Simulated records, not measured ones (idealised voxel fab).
You're looking at the process module voxel self aligned contacts.
Displayed cross-section: cut, width of 175 nm, square cells sized 5 nm.
When this document writes out a cross-section, it uses a grid of square cells and lists it as bands, beginning at the top and moving down, with a band standing for one or more rows of cells.
The entry gives the band's vertical extent as a top height and a bottom height in nm, then its horizontal make-up as materials from left to right, each with a width in nm. "empty" stands for empty space; a single material marked "all across" fills the band edge to edge.
For the purposes of this specification, 0 denotes the height below which the wafer in its as-received condition is composed wholly of one material, and the lowermost band, lacking a lower limit, extends downward without end, as expressed in "from 0 down".
Read "30->40" as a graded width: first number on top, second number at the bottom, same change between each pair of neighbouring rows.
When a step is marked "nothing changed", none of the cells in the cross-section changed during that step.
"Fully sealed cavities" enumerates empty spaces isolated from the top, with no open way to it, that contain at least 8 cells, giving each as width x height at distance from the left edge, all three in nm.
Anything after a step's settings on that line? It's the simulator's own note about the step.
A step line may carry the setting "overlay nm", which, for steps involving a mask, states the distance by which the mask lay to the right of its intended position; negative values denote displacement to the left.
The process steps that were planned are listed below
1: RECEIVE (material Si)
2: CONFORMAL_DEP (material SiO2; thk nm 5)
3: DIRECTIONAL_DEP (material polySi; thk nm 20)
4: DIRECTIONAL_DEP (material SiN; thk nm 15)
5: MASKED_ETCH (tone cover; mask id GATE; width nm 25; pitch nm 60; etch materials SiN; depth nm 15; overlay nm 0)
6: MASKED_ETCH (tone cover; mask id GATE; width nm 25; pitch nm 60; etch materials polySi; depth nm 20; overlay nm 0)
7: CONFORMAL_DEP (material SiN; thk nm 5)
8: DIRECTIONAL_ETCH (etch materials SiN; depth nm 5)
9: FILL_DEP (material SiO2; thk nm 10)
10: CMP (height nm 45)
11: PATTERN (tone open; mask id CONTACT; material resist; width nm 45; pitch nm 60; thk nm 20; overlay nm 0)
12: DIRECTIONAL_ETCH (etch materials SiO2; depth nm 45)
13: STRIP (etch materials resist)
14: CONFORMAL_DEP (material TiN; thk nm 5)
15: FILL_DEP (material Ru; thk nm 5)
16: CMP (height nm 45)
17: CONFORMAL_DEP (material SiCN; thk nm 5)
So this is the incoming wafer in cross-section - it's already been through step 1
  from 0 down | Si all across
  Fully sealed cavities: none
Wafer at module end, in section. Began as above, planned as above, run with one mistake
  from 50 to 45 | SiCN all across
  from 45 to 40 | SiO2 35 nm / TiN 15 nm / Ru 15 nm / TiN 15 nm / SiO2 15 nm / TiN 15 nm / Ru 15 nm / TiN 15 nm / SiO2 35 nm
  from 40 to 25 | SiO2 10 nm / SiN 35 nm / TiN 5 nm / Ru 15 nm / TiN 5 nm / SiN 35 nm / TiN 5 nm / Ru 15 nm / TiN 5 nm / SiN 35 nm / SiO2 10 nm
  from 25 to 15 | SiO2 10 nm / SiN 5 nm / polySi 25 nm / SiN 5 nm / TiN 5 nm / Ru 15 nm / TiN 5 nm / SiN 5 nm / polySi 25 nm / SiN 5 nm / TiN 5 nm / Ru 15 nm / TiN 5 nm / SiN 5 nm / polySi 25 nm / SiN 5 nm / SiO2 10 nm
  from 15 to 10 | SiO2 10 nm / SiN 5 nm / polySi 25 nm / SiN 5 nm / TiN 25 nm / SiN 5 nm / polySi 25 nm / SiN 5 nm / TiN 25 nm / SiN 5 nm / polySi 25 nm / SiN 5 nm / SiO2 10 nm
  from 10 to 5 | SiN 15 nm / polySi 25 nm / SiN 35 nm / polySi 25 nm / SiN 35 nm / polySi 25 nm / SiN 15 nm
  from 5 to 0 | SiO2 all across
  from 0 down | Si all across
  Fully sealed cavities: none
Deviation from plan: the intended sequence of steps 7 and 8 was reversed during processing, with each occupying the position of the other
